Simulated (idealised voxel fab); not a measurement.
process module | voxel wiring stack
Each square cell in cross-section cut measures 5 nm, and the section as a whole is 280 nm wide.
In this document a cross-section is written as a grid of square cells. It is given as a series of bands, listed from the top down, and a band is one or more rows of cells.
Basically the band line says how high the top is and how high the bottom is, in nm, and then what's in it from left to right, every material with its width in nm. Empty space shows up as "empty", and if a single material carries "edge to edge" it runs the full band edge to edge.
Heads up on the height convention: 0 is the point under which the incoming wafer is all one material, and the lowest band has no bottom, it just keeps going down, like "0 down".
The expression "30 to 40" gives the width at the extremes of the band, the first number at its top row of cells and the second at its bottom row, with the width changing by equal amounts from each row to the next in between.
"all unchanged", as given for a step, is the statement that not any cell of the cross-section underwent a change during that step.
Entry "Closed void listing" = empty spaces >= 8 cells with no open way to the top; each as width x height at distance, distance from left edge, all nm.
Past the settings on a step's line: simulator remark, on that step.
On any step carrying a mask, the "overlay nm" setting, if present on the step's line, tells how far right of its planned place the mask lay; negative values point to the left.

LIST OF PLANNED PROCESS STEPS
1: RECEIVE,material Si
2: CONFORMAL_DEP,material SiO2,thk nm 15
3: CONFORMAL_DEP,material SiN,thk nm 5
4: DIRECTIONAL_DEP,material lowk,thk nm 15
5: DIRECTIONAL_DEP,material aC,thk nm 15
6: PATTERN,tone open,mask id METAL_1,material resist,width nm 25,pitch nm 55,thk nm 35,overlay nm 0
7: DIRECTIONAL_ETCH,etch materials aC,depth nm 15
8: STRIP,etch materials resist
9: DIRECTIONAL_ETCH,etch materials lowk,depth nm 15
10: DIRECTIONAL_ETCH,etch materials SiN,depth nm 5
11: STRIP,etch materials aC
12: CONFORMAL_DEP,material TiN,thk nm 5
13: FILL_DEP,material Cu,thk nm 10
14: CMP,height nm 35
15: EPI,material Ru,thk nm 5
16: FILL_DEP,material SiCN,thk nm 5
17: DIRECTIONAL_DEP,material SiO2,thk nm 25
18: MASKED_ETCH,tone open,mask id METAL_2,width nm 25,pitch nm 55,etch materials SiO2,depth nm 15,overlay nm 0
19: PATTERN,tone open,mask id METAL_2_HOLES,material resist,width nm 15,thk nm 20,overlay nm 0
20: DIRECTIONAL_ETCH,etch materials SiO2,depth nm 10
21: DIRECTIONAL_ETCH,etch materials SiCN,depth nm 5
22: STRIP,etch materials resist
23: CONFORMAL_DEP,material TiN,thk nm 5
24: FILL_DEP,material Cu,thk nm 5
25: CMP,height nm 70
26: CONFORMAL_DEP,material SiCN,thk nm 5
27: DIRECTIONAL_DEP,material SiO2,thk nm 30
28: PATTERN,tone open,mask id METAL_3,material resist,width nm 25,pitch nm 55,thk nm 15,overlay nm 0
29: DIRECTIONAL_ETCH,etch materials SiO2,depth nm 15
30: STRIP,etch materials resist
31: PATTERN,tone open,mask id METAL_3_HOLES,material resist,width nm 15,pitch nm 55,thk nm 15,overlay nm 0
32: DIRECTIONAL_ETCH,etch materials SiO2,depth nm 15
33: DIRECTIONAL_ETCH,etch materials SiCN,depth nm 5
34: STRIP,etch materials resist
35: CONFORMAL_DEP,material TiN,thk nm 5
36: FILL_DEP,material Ru,thk nm 10
37: CMP,height nm 105
38: CONFORMAL_DEP,material SiCN,thk nm 5

CONCERNING THE FIRST OF TWO WAFERS, WHICH WAS RUN IN ACCORDANCE WITH THE PLAN

AS RECEIVED, AFTER STEP 1
0 down: Si edge to edge
Closed void listing: none

SECTIONAL VIEW: WAFER, AFTER STEP 2
15 to 0: SiO2 edge to edge
No changes below 0.

SECTIONAL VIEW: WAFER, AFTER STEP 3
20 to 15: SiN edge to edge
No changes below 15.

SECTIONAL VIEW: WAFER, AFTER STEP 4
35 to 20: lowk edge to edge
No changes below 20.

SECTIONAL VIEW: WAFER, AFTER STEP 5
50 to 35: aC edge to edge
No changes below 35.

SECTIONAL VIEW: WAFER, AFTER STEP 6
85 to 50: resist 100  empty 25  resist 30  empty 25  resist 100
No changes below 50.

SECTIONAL VIEW: WAFER, AFTER STEP 7
70 to 50: resist 100  empty 25  resist 30  empty 25  resist 100
50 to 35: aC 100  empty 25  aC 30  empty 25  aC 100
No changes below 35.

SECTIONAL VIEW: WAFER, AFTER STEP 8
50 to 35: aC 100  empty 25  aC 30  empty 25  aC 100
No changes below 35.

SECTIONAL VIEW: WAFER, AFTER STEP 9
50 to 35: aC 100  empty 25  aC 30  empty 25  aC 100
35 to 20: lowk 100  empty 25  lowk 30  empty 25  lowk 100
No changes below 20.

SECTIONAL VIEW: WAFER, AFTER STEP 10
50 to 35: aC 100  empty 25  aC 30  empty 25  aC 100
35 to 20: lowk 100  empty 25  lowk 30  empty 25  lowk 100
20 to 15: SiN 100  empty 25  SiN 30  empty 25  SiN 100
No changes below 15.

SECTIONAL VIEW: WAFER, AFTER STEP 11
35 to 20: lowk 100  empty 25  lowk 30  empty 25  lowk 100
No changes below 20.

SECTIONAL VIEW: WAFER, AFTER STEP 12
40 to 35: TiN 105  empty 15  TiN 40  empty 15  TiN 105
35 to 20: lowk 100  TiN 5  empty 15  TiN 5  lowk 30  TiN 5  empty 15  TiN 5  lowk 100
20 to 15: SiN 100  TiN 25  SiN 30  TiN 25  SiN 100
No changes below 15.

SECTIONAL VIEW: WAFER, AFTER STEP 13
50 to 40: Cu edge to edge
40 to 35: TiN 105  Cu 15  TiN 40  Cu 15  TiN 105
35 to 20: lowk 100  TiN 5  Cu 15  TiN 5  lowk 30  TiN 5  Cu 15  TiN 5  lowk 100
No changes below 20.

SECTIONAL VIEW: WAFER, AFTER STEP 14
35 to 20: lowk 100  TiN 5  Cu 15  TiN 5  lowk 30  TiN 5  Cu 15  TiN 5  lowk 100
No changes below 20.

SECTIONAL VIEW: WAFER, AFTER STEP 15
40 to 35: empty 95  Ru 35  empty 20  Ru 35  empty 95
No changes below 35.

SECTIONAL VIEW: WAFER, AFTER STEP 16
45 to 40: SiCN edge to edge
40 to 35: SiCN 95  Ru 35  SiCN 20  Ru 35  SiCN 95
No changes below 35.

SECTIONAL VIEW: WAFER, AFTER STEP 17
70 to 45: SiO2 edge to edge
No changes below 45.

SECTIONAL VIEW: WAFER, AFTER STEP 18
70 to 55: SiO2 100  empty 25  SiO2 30  empty 25  SiO2 100
No changes below 55.

SECTIONAL VIEW: WAFER, AFTER STEP 19
90 to 70: resist 100  empty 15  resist 165
70 to 55: SiO2 100  empty 15  resist 10  SiO2 30  resist 25  SiO2 100
No changes below 55.

SECTIONAL VIEW: WAFER, AFTER STEP 20
90 to 70: resist 100  empty 15  resist 165
70 to 55: SiO2 100  empty 15  resist 10  SiO2 30  resist 25  SiO2 100
55 to 45: SiO2 100  empty 15  SiO2 165
No changes below 45.

SECTIONAL VIEW: WAFER, AFTER STEP 21
90 to 70: resist 100  empty 15  resist 165
70 to 55: SiO2 100  empty 15  resist 10  SiO2 30  resist 25  SiO2 100
55 to 45: SiO2 100  empty 15  SiO2 165
45 to 40: SiCN 100  empty 15  SiCN 165
No changes below 40.

SECTIONAL VIEW: WAFER, AFTER STEP 22
70 to 55: SiO2 100  empty 25  SiO2 30  empty 25  SiO2 100
No changes below 55.

SECTIONAL VIEW: WAFER, AFTER STEP 23
75 to 70: TiN 105  empty 15  TiN 40  empty 15  TiN 105
70 to 60: SiO2 100  TiN 5  empty 15  TiN 5  SiO2 30  TiN 5  empty 15  TiN 5  SiO2 100
60 to 55: SiO2 100  TiN 5  empty 5  TiN 15  SiO2 30  TiN 25  SiO2 100
55 to 45: SiO2 100  TiN 5  empty 5  TiN 5  SiO2 165
45 to 40: SiCN 100  TiN 15  SiCN 165
No changes below 40.

SECTIONAL VIEW: WAFER, AFTER STEP 24
80 to 75: Cu edge to edge
75 to 70: TiN 105  Cu 15  TiN 40  Cu 15  TiN 105
70 to 60: SiO2 100  TiN 5  Cu 15  TiN 5  SiO2 30  TiN 5  Cu 15  TiN 5  SiO2 100
60 to 55: SiO2 100  TiN 5  Cu 5  TiN 15  SiO2 30  TiN 25  SiO2 100
55 to 45: SiO2 100  TiN 5  Cu 5  TiN 5  SiO2 165
No changes below 45.

SECTIONAL VIEW: WAFER, AFTER STEP 25
70 to 60: SiO2 100  TiN 5  Cu 15  TiN 5  SiO2 30  TiN 5  Cu 15  TiN 5  SiO2 100
No changes below 60.

SECTIONAL VIEW: WAFER, AFTER STEP 26
75 to 70: SiCN edge to edge
No changes below 70.

SECTIONAL VIEW: WAFER, AFTER STEP 27
105 to 75: SiO2 edge to edge
No changes below 75.

SECTIONAL VIEW: WAFER, AFTER STEP 28
120 to 105: resist 100  empty 25  resist 30  empty 25  resist 100
No changes below 105.

SECTIONAL VIEW: WAFER, AFTER STEP 29
120 to 105: resist 100  empty 25  resist 30  empty 25  resist 100
105 to 90: SiO2 100  empty 25  SiO2 30  empty 25  SiO2 100
No changes below 90.

SECTIONAL VIEW: WAFER, AFTER STEP 30
105 to 90: SiO2 100  empty 25  SiO2 30  empty 25  SiO2 100
No changes below 90.

SECTIONAL VIEW: WAFER, AFTER STEP 31
120 to 105: resist 100  empty 15  resist 40  empty 15  resist 110
105 to 90: SiO2 100  empty 15  resist 10  SiO2 30  empty 15  resist 10  SiO2 100
No changes below 90.

SECTIONAL VIEW: WAFER, AFTER STEP 32
120 to 105: resist 100  empty 15  resist 40  empty 15  resist 110
105 to 90: SiO2 100  empty 15  resist 10  SiO2 30  empty 15  resist 10  SiO2 100
90 to 75: SiO2 100  empty 15  SiO2 40  empty 15  SiO2 110
No changes below 75.

SECTIONAL VIEW: WAFER, AFTER STEP 33
120 to 105: resist 100  empty 15  resist 40  empty 15  resist 110
105 to 90: SiO2 100  empty 15  resist 10  SiO2 30  empty 15  resist 10  SiO2 100
90 to 75: SiO2 100  empty 15  SiO2 40  empty 15  SiO2 110
75 to 70: SiCN 100  empty 15  SiCN 40  empty 15  SiCN 110
No changes below 70.

SECTIONAL VIEW: WAFER, AFTER STEP 34
105 to 90: SiO2 100  empty 25  SiO2 30  empty 25  SiO2 100
No changes below 90.

SECTIONAL VIEW: WAFER, AFTER STEP 35
110 to 105: TiN 105  empty 15  TiN 40  empty 15  TiN 105
105 to 95: SiO2 100  TiN 5  empty 15  TiN 5  SiO2 30  TiN 5  empty 15  TiN 5  SiO2 100
95 to 90: SiO2 100  TiN 5  empty 5  TiN 15  SiO2 30  TiN 5  empty 5  TiN 15  SiO2 100
90 to 75: SiO2 100  TiN 5  empty 5  TiN 5  SiO2 40  TiN 5  empty 5  TiN 5  SiO2 110
75 to 70: SiCN 100  TiN 15  SiCN 40  TiN 15  SiCN 110
No changes below 70.

SECTIONAL VIEW: WAFER, AFTER STEP 36
120 to 110: Ru edge to edge
110 to 105: TiN 105  Ru 15  TiN 40  Ru 15  TiN 105
105 to 95: SiO2 100  TiN 5  Ru 15  TiN 5  SiO2 30  TiN 5  Ru 15  TiN 5  SiO2 100
95 to 90: SiO2 100  TiN 5  Ru 5  TiN 15  SiO2 30  TiN 5  Ru 5  TiN 15  SiO2 100
90 to 75: SiO2 100  TiN 5  Ru 5  TiN 5  SiO2 40  TiN 5  Ru 5  TiN 5  SiO2 110
No changes below 75.

SECTIONAL VIEW: WAFER, AFTER STEP 37
105 to 95: SiO2 100  TiN 5  Ru 15  TiN 5  SiO2 30  TiN 5  Ru 15  TiN 5  SiO2 100
No changes below 95.

SECTIONAL VIEW: WAFER, AFTER STEP 38
110 to 105: SiCN edge to edge
No changes below 105.

SECOND WAFER, SAME STARTING CONDITIONS AND RECIPE AS THE FIRST, ONE MISTAKE IN EXECUTING IT, NOTHING DIFFERS FROM THE FIRST UP TO AND INCLUDING STEP 5

SECOND WAFER AT THE PLANNED FINISH OF STEP 6, SEEN IN CROSS-SECTION
85 to 50: empty 100  resist 25  empty 30  resist 25  empty 100
No changes below 50.

SECOND WAFER AT THE PLANNED FINISH OF STEP 7, SEEN IN CROSS-SECTION
70 to 50: empty 100  resist 25  empty 30  resist 25  empty 100
50 to 35: empty 100  aC 25  empty 30  aC 25  empty 100
No changes below 35.

SECOND WAFER AT THE PLANNED FINISH OF STEP 8, SEEN IN CROSS-SECTION
50 to 35: empty 100  aC 25  empty 30  aC 25  empty 100
No changes below 35.

SECOND WAFER AT THE PLANNED FINISH OF STEP 9, SEEN IN CROSS-SECTION
50 to 35: empty 100  aC 25  empty 30  aC 25  empty 100
35 to 20: empty 100  lowk 25  empty 30  lowk 25  empty 100
No changes below 20.

SECOND WAFER AT THE PLANNED FINISH OF STEP 10, SEEN IN CROSS-SECTION
50 to 35: empty 100  aC 25  empty 30  aC 25  empty 100
35 to 20: empty 100  lowk 25  empty 30  lowk 25  empty 100
20 to 15: empty 100  SiN 25  empty 30  SiN 25  empty 100
No changes below 15.

SECOND WAFER AT THE PLANNED FINISH OF STEP 11, SEEN IN CROSS-SECTION
35 to 20: empty 100  lowk 25  empty 30  lowk 25  empty 100
No changes below 20.

SECOND WAFER AT THE PLANNED FINISH OF STEP 12, SEEN IN CROSS-SECTION
40 to 35: empty 95  TiN 35  empty 20  TiN 35  empty 95
35 to 20: empty 95  TiN 5  lowk 25  TiN 5  empty 20  TiN 5  lowk 25  TiN 5  empty 95
20 to 15: TiN 100  SiN 25  TiN 30  SiN 25  TiN 100
No changes below 15.

SECOND WAFER AT THE PLANNED FINISH OF STEP 13, SEEN IN CROSS-SECTION
50 to 40: Cu edge to edge
40 to 35: Cu 95  TiN 35  Cu 20  TiN 35  Cu 95
35 to 20: Cu 95  TiN 5  lowk 25  TiN 5  Cu 20  TiN 5  lowk 25  TiN 5  Cu 95
No changes below 20.

SECOND WAFER AT THE PLANNED FINISH OF STEP 14, SEEN IN CROSS-SECTION
35 to 20: Cu 95  TiN 5  lowk 25  TiN 5  Cu 20  TiN 5  lowk 25  TiN 5  Cu 95
No changes below 20.

SECOND WAFER AT THE PLANNED FINISH OF STEP 15, SEEN IN CROSS-SECTION
40 to 35: Ru 105  empty 15  Ru 40  empty 15  Ru 105
No changes below 35.

SECOND WAFER AT THE PLANNED FINISH OF STEP 16, SEEN IN CROSS-SECTION
45 to 40: SiCN edge to edge
40 to 35: Ru 105  SiCN 15  Ru 40  SiCN 15  Ru 105
No changes below 35.

SECOND WAFER AT THE PLANNED FINISH OF STEP 17, SEEN IN CROSS-SECTION
70 to 45: SiO2 edge to edge
No changes below 45.

SECOND WAFER AT THE PLANNED FINISH OF STEP 18, SEEN IN CROSS-SECTION
70 to 55: SiO2 100  empty 25  SiO2 30  empty 25  SiO2 100
No changes below 55.

SECOND WAFER AT THE PLANNED FINISH OF STEP 19, SEEN IN CROSS-SECTION
90 to 70: resist 100  empty 15  resist 165
70 to 55: SiO2 100  empty 15  resist 10  SiO2 30  resist 25  SiO2 100
No changes below 55.

SECOND WAFER AT THE PLANNED FINISH OF STEP 20, SEEN IN CROSS-SECTION
90 to 70: resist 100  empty 15  resist 165
70 to 55: SiO2 100  empty 15  resist 10  SiO2 30  resist 25  SiO2 100
55 to 45: SiO2 100  empty 15  SiO2 165
No changes below 45.

SECOND WAFER AT THE PLANNED FINISH OF STEP 21, SEEN IN CROSS-SECTION
90 to 70: resist 100  empty 15  resist 165
70 to 55: SiO2 100  empty 15  resist 10  SiO2 30  resist 25  SiO2 100
55 to 45: SiO2 100  empty 15  SiO2 165
45 to 40: SiCN 100  empty 15  SiCN 165
No changes below 40.

SECOND WAFER AT THE PLANNED FINISH OF STEP 22, SEEN IN CROSS-SECTION
70 to 55: SiO2 100  empty 25  SiO2 30  empty 25  SiO2 100
No changes below 55.

SECOND WAFER AT THE PLANNED FINISH OF STEP 23, SEEN IN CROSS-SECTION
75 to 70: TiN 105  empty 15  TiN 40  empty 15  TiN 105
70 to 60: SiO2 100  TiN 5  empty 15  TiN 5  SiO2 30  TiN 5  empty 15  TiN 5  SiO2 100
60 to 55: SiO2 100  TiN 5  empty 5  TiN 15  SiO2 30  TiN 25  SiO2 100
55 to 45: SiO2 100  TiN 5  empty 5  TiN 5  SiO2 165
45 to 40: SiCN 100  TiN 15  SiCN 165
No changes below 40.

SECOND WAFER AT THE PLANNED FINISH OF STEP 24, SEEN IN CROSS-SECTION
80 to 75: Cu edge to edge
75 to 70: TiN 105  Cu 15  TiN 40  Cu 15  TiN 105
70 to 60: SiO2 100  TiN 5  Cu 15  TiN 5  SiO2 30  TiN 5  Cu 15  TiN 5  SiO2 100
60 to 55: SiO2 100  TiN 5  Cu 5  TiN 15  SiO2 30  TiN 25  SiO2 100
55 to 45: SiO2 100  TiN 5  Cu 5  TiN 5  SiO2 165
No changes below 45.

SECOND WAFER AT THE PLANNED FINISH OF STEP 25, SEEN IN CROSS-SECTION
70 to 60: SiO2 100  TiN 5  Cu 15  TiN 5  SiO2 30  TiN 5  Cu 15  TiN 5  SiO2 100
No changes below 60.

SECOND WAFER AT THE PLANNED FINISH OF STEP 26, SEEN IN CROSS-SECTION
75 to 70: SiCN edge to edge
No changes below 70.

SECOND WAFER AT THE PLANNED FINISH OF STEP 27, SEEN IN CROSS-SECTION
105 to 75: SiO2 edge to edge
No changes below 75.

SECOND WAFER AT THE PLANNED FINISH OF STEP 28, SEEN IN CROSS-SECTION
120 to 105: resist 100  empty 25  resist 30  empty 25  resist 100
No changes below 105.

SECOND WAFER AT THE PLANNED FINISH OF STEP 29, SEEN IN CROSS-SECTION
120 to 105: resist 100  empty 25  resist 30  empty 25  resist 100
105 to 90: SiO2 100  empty 25  SiO2 30  empty 25  SiO2 100
No changes below 90.

SECOND WAFER AT THE PLANNED FINISH OF STEP 30, SEEN IN CROSS-SECTION
105 to 90: SiO2 100  empty 25  SiO2 30  empty 25  SiO2 100
No changes below 90.

SECOND WAFER AT THE PLANNED FINISH OF STEP 31, SEEN IN CROSS-SECTION
120 to 105: resist 100  empty 15  resist 40  empty 15  resist 110
105 to 90: SiO2 100  empty 15  resist 10  SiO2 30  empty 15  resist 10  SiO2 100
No changes below 90.

SECOND WAFER AT THE PLANNED FINISH OF STEP 32, SEEN IN CROSS-SECTION
120 to 105: resist 100  empty 15  resist 40  empty 15  resist 110
105 to 90: SiO2 100  empty 15  resist 10  SiO2 30  empty 15  resist 10  SiO2 100
90 to 75: SiO2 100  empty 15  SiO2 40  empty 15  SiO2 110
No changes below 75.

SECOND WAFER AT THE PLANNED FINISH OF STEP 33, SEEN IN CROSS-SECTION
120 to 105: resist 100  empty 15  resist 40  empty 15  resist 110
105 to 90: SiO2 100  empty 15  resist 10  SiO2 30  empty 15  resist 10  SiO2 100
90 to 75: SiO2 100  empty 15  SiO2 40  empty 15  SiO2 110
75 to 70: SiCN 100  empty 15  SiCN 40  empty 15  SiCN 110
No changes below 70.

SECOND WAFER AT THE PLANNED FINISH OF STEP 34, SEEN IN CROSS-SECTION
105 to 90: SiO2 100  empty 25  SiO2 30  empty 25  SiO2 100
No changes below 90.

SECOND WAFER AT THE PLANNED FINISH OF STEP 35, SEEN IN CROSS-SECTION
110 to 105: TiN 105  empty 15  TiN 40  empty 15  TiN 105
105 to 95: SiO2 100  TiN 5  empty 15  TiN 5  SiO2 30  TiN 5  empty 15  TiN 5  SiO2 100
95 to 90: SiO2 100  TiN 5  empty 5  TiN 15  SiO2 30  TiN 5  empty 5  TiN 15  SiO2 100
90 to 75: SiO2 100  TiN 5  empty 5  TiN 5  SiO2 40  TiN 5  empty 5  TiN 5  SiO2 110
75 to 70: SiCN 100  TiN 15  SiCN 40  TiN 15  SiCN 110
No changes below 70.

SECOND WAFER AT THE PLANNED FINISH OF STEP 36, SEEN IN CROSS-SECTION
120 to 110: Ru edge to edge
110 to 105: TiN 105  Ru 15  TiN 40  Ru 15  TiN 105
105 to 95: SiO2 100  TiN 5  Ru 15  TiN 5  SiO2 30  TiN 5  Ru 15  TiN 5  SiO2 100
95 to 90: SiO2 100  TiN 5  Ru 5  TiN 15  SiO2 30  TiN 5  Ru 5  TiN 15  SiO2 100
90 to 75: SiO2 100  TiN 5  Ru 5  TiN 5  SiO2 40  TiN 5  Ru 5  TiN 5  SiO2 110
No changes below 75.

SECOND WAFER AT THE PLANNED FINISH OF STEP 37, SEEN IN CROSS-SECTION
105 to 95: SiO2 100  TiN 5  Ru 15  TiN 5  SiO2 30  TiN 5  Ru 15  TiN 5  SiO2 100
No changes below 95.

SECOND WAFER AT THE PLANNED FINISH OF STEP 38, SEEN IN CROSS-SECTION
110 to 105: SiCN edge to edge
No changes below 105.
In executing the process, a mistake was made relative to the plan: note that step 6 departed from the planned setting and was carried out as PATTERN,tone cover,mask id METAL_1,material resist,width nm 25,pitch nm 55,thk nm 35,overlay nm 0
End of process, cell counts, second wafer against first, materials with more or fewer: Cu: 108 more; Ru: 36 more; SiCN: 36 fewer; SiN: 36 fewer; TiN: 36 more; lowk: 108 fewer
